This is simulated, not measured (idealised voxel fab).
process module | voxel lift off
cross-section cut | 250 nm wide | cells 5 nm
A cross-section is a grid of square cells, given in bands from the top down. A band is one or more rows of cells.
Each band's line starts with the height of the band's top and of its bottom, in nm. Then come its materials from left to right, each with its width in nm. One material with "throughout" fills the band from edge to edge. "air" is empty space.
Height 0 is the level under which the wafer as received is all one material. The lowest band goes on downwards, as in "0 down".
A width such as "30 to 40" changes by the same amount from each row of cells to the next, from the band's top row to its bottom row.
"no change" after a step means that no cell of the cross-section changed.
closed voids: empty space of 8 cells or more with no open way to the top, each as width x height at its distance from the left edge, in nm
after a step's settings: what the simulator itself notes on the step
overlay nm, on a step with a mask: how far to the right of its planned place the mask lay; to the left if negative
plan
1 op RECEIVE | material Si
2 op CONFORMAL_DEP | material SiO2 | thk nm 15
3 op PATTERN | tone open | mask id LINES | material resist | width nm 30 | pitch nm 55 | thk nm 30 | overlay nm 0
4 op DIRECTIONAL_DEP | material Ru | thk nm 15
5 op STRIP | etch materials resist
6 op CONFORMAL_DEP | material SiO2 | thk nm 10
as received, after step 1
  0 down: Si throughout
  closed voids: none
first wafer at the end, as planned
  40 to 30: air 70 | SiO2 50 | air 5 | SiO2 50 | air 75
  30 to 25: air 70 | SiO2 10 | Ru 30 | SiO2 10 | air 5 | SiO2 10 | Ru 30 | SiO2 10 | air 75
  25 to 15: SiO2 80 | Ru 30 | SiO2 25 | Ru 30 | SiO2 85
  15 to 0: SiO2 throughout
  0 down: Si throughout
  closed voids: none
second wafer at the end: like start, like plan, one mistake
  30 to 15: air 80 | Ru 30 | air 25 | Ru 30 | air 85
  15 to 0: SiO2 throughout
  0 down: Si throughout
  closed voids: none
what went wrong: step 6 was left out
at the end the second wafer has, in cells: 124 fewer of SiO2
